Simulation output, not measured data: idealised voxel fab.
Process module heading - voxel quadruple lines
Section shown: cut. Width: 205 nm. Cell size: 5 nm, square.
If you're reading a cross-section in this doc, picture square cells in a grid; it comes to you as bands, top ones listed first down to the bottom, and a band can be one or more rows of cells.
Look at the band entry: it leads with the top's height and the bottom's height in nm. Then it lists the materials left to right, with a width in nm for each. The word "everywhere" on a single material says that material fills the band edge to edge. The word "air" is empty space.
For the purposes of this specification, 0 denotes the height below which the wafer in its as-received condition is composed wholly of one material, and the lowermost band, lacking a lower limit, extends downward without end, as expressed in "0..down".
The expression "30..40" gives the width at the extremes of the band, the first number at its top row of cells and the second at its bottom row, with the width changing by equal amounts from each row to the next in between.
Basically "all unchanged" means that step didn't change any cell in the cross-section.
The label "Enclosed void inventory" introduces a list of the empty spaces, 8 cells or larger, that have no open way up to the top; each entry in it reads width x height at distance, where the distance is taken from the left edge and all three are stated in nm.
Heads up: the bit after the settings on a step's line is the simulator's remark on that step.
The setting "overlay nm" may be written on the line of a step. When the step uses a mask, the value reports how far to the right of the planned place the mask lay, and a negative value reports that it lay to the left.
-- The following list gives the planned process steps
| 1 | RECEIVE, material Si |
| 2 | CONFORMAL_DEP, material SiO2, thk nm 10 |
| 3 | DIRECTIONAL_DEP, material TiN, thk nm 15 |
| 4 | DIRECTIONAL_DEP, material polySi, thk nm 20 |
| 5 | DIRECTIONAL_DEP, material aC, thk nm 25 |
| 6 | PATTERN, tone cover, mask id MANDREL, material resist, width nm 20, thk nm 30, overlay nm 0 |
| 7 | DIRECTIONAL_ETCH, etch materials aC, depth nm 25 |
| 8 | STRIP, etch materials resist |
| 9 | CONFORMAL_DEP, material SiO2, thk nm 10 |
| 10 | DIRECTIONAL_ETCH, etch materials SiO2, depth nm 10 |
| 11 | STRIP, etch materials aC |
| 12 | DIRECTIONAL_ETCH, etch materials polySi, depth nm 20 |
| 13 | STRIP, etch materials SiO2 |
| 14 | CONFORMAL_DEP, material SiN, thk nm 5 |
| 15 | DIRECTIONAL_ETCH, etch materials SiN, depth nm 5 |
| 16 | STRIP, etch materials polySi |
| 17 | DIRECTIONAL_ETCH, etch materials TiN, depth nm 5 |
| 18 | STRIP, etch materials SiN |
The depth nm used in step 17 is not the same on every wafer, whereas the starting condition is; the value printed in the plan is the first wafer's.
-- Cross-section, first of several wafers, as delivered after step 1
> 0..down | Si everywhere
> Enclosed void inventory: none
-- each wafer at the end: cells of each material gained (+) or lost (-) since it was received, then its closed voids
depth nm 5, +82 SiO2, +86 TiN, Enclosed void inventory: none
depth nm 10, +82 SiO2, +49 TiN, Enclosed void inventory: none
depth nm 15, +82 SiO2, +12 TiN, Enclosed void inventory: none
depth nm 20, +82 SiO2, +12 TiN, Enclosed void inventory: none
depth nm 25, +82 SiO2, +12 TiN, Enclosed void inventory: none
depth nm 30, +82 SiO2, +12 TiN, Enclosed void inventory: none
